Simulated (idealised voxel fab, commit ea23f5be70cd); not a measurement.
process module | voxel wiring stack
cross-section cut | 150 nm wide | cells 5 nm
A cross-section is a grid of square cells, given in bands from the top down. A band is one or more rows of cells.
Each band's line starts with the height of the band's top and of its bottom, in nm. Then come its materials from left to right, each with its width in nm. One material with "throughout" fills the band from edge to edge. "air" is empty space.
Height 0 is the level under which the wafer as received is all one material. The lowest band goes on downwards, as in "0 down".
A width such as "30 to 40" changes by the same amount from each row of cells to the next, from the band's top row to its bottom row.
"no change" after a step means that no cell of the cross-section changed.
closed voids: empty space of 8 cells or more with no open way to the top, each as width x height at its distance from the left edge, in nm
after a step's settings: what the simulator itself notes on the step
overlay nm, on a step with a mask: how far to the right of its planned place the mask lay; to the left if negative
plan
1 op RECEIVE | material Si
2 op CONFORMAL_DEP | material SiO2 | thk nm 15
3 op CONFORMAL_DEP | material SiCN | thk nm 5
4 op DIRECTIONAL_DEP | material SiO2 | thk nm 15
5 op DIRECTIONAL_DEP | material aC | thk nm 10
6 op PATTERN | tone open | mask id METAL_1 | material resist | width nm 25 | pitch nm 40 | thk nm 25 | overlay nm 0
7 op DIRECTIONAL_ETCH | etch materials aC | depth nm 10
8 op STRIP | etch materials resist
9 op DIRECTIONAL_ETCH | etch materials SiO2 | depth nm 15
10 op DIRECTIONAL_ETCH | etch materials SiCN | depth nm 5
11 op STRIP | etch materials aC
12 op CONFORMAL_DEP | material TiN | thk nm 5
13 op FILL_DEP | material Cu | thk nm 5
14 op CMP | height nm 35
15 op CONFORMAL_DEP | material SiCN | thk nm 5
16 op DIRECTIONAL_DEP | material lowk | thk nm 30
17 op DIRECTIONAL_DEP | material aC | thk nm 15
18 op PATTERN | tone open | mask id METAL_2 | material resist | width nm 25 | pitch nm 40 | thk nm 30 | overlay nm 0
19 op DIRECTIONAL_ETCH | etch materials aC | depth nm 15
20 op STRIP | etch materials resist
21 op DIRECTIONAL_ETCH | etch materials lowk | depth nm 15
22 op STRIP | etch materials aC
23 op MASKED_ETCH | tone open | mask id METAL_2_HOLES | width nm 15 | pitch nm 80 | etch materials lowk | depth nm 15 | overlay nm 0
24 op MASKED_ETCH | tone open | mask id METAL_2_HOLES | width nm 15 | pitch nm 80 | etch materials SiCN | depth nm 5 | overlay nm 0
25 op CONFORMAL_DEP | material TiN | thk nm 5
26 op FILL_DEP | material Ru | thk nm 10
27 op CMP | height nm 70
28 op CONFORMAL_DEP | material SiN | thk nm 5
as received, after step 1
  0 down: Si throughout
  closed voids: none
a wafer at the end: this start, this plan, one mistake
  75 to 70: SiN throughout
  70 to 60: lowk 20 | TiN 5 | Ru 15 | TiN 5 | lowk 15 | TiN 5 | Ru 15 | TiN 5 | lowk 15 | TiN 5 | Ru 15 | TiN 5 | lowk 25
  60 to 55: lowk 20 | TiN 5 | Ru 5 | TiN 15 | lowk 15 | TiN 25 | lowk 15 | TiN 5 | Ru 5 | TiN 15 | lowk 25
  55 to 40: lowk 20 | TiN 5 | Ru 5 | TiN 5 | lowk 65 | TiN 5 | Ru 5 | TiN 5 | lowk 35
  40 to 35: SiCN 20 | TiN 15 | SiCN 65 | TiN 15 | SiCN 35
  35 to 20: SiO2 30 | TiN 5 | Cu 15 | TiN 5 | SiO2 15 | TiN 5 | Cu 15 | TiN 5 | SiO2 15 | TiN 5 | Cu 15 | TiN 5 | SiO2 15
  20 to 15: SiCN 30 | TiN 25 | SiCN 15 | TiN 25 | SiCN 15 | TiN 25 | SiCN 15
  15 to 0: SiO2 throughout
  0 down: Si throughout
  closed voids: none
what went wrong: step 6 ran as: op PATTERN | tone open | mask id METAL_1 | material resist | width nm 25 | pitch nm 40 | thk nm 25 | overlay nm 10
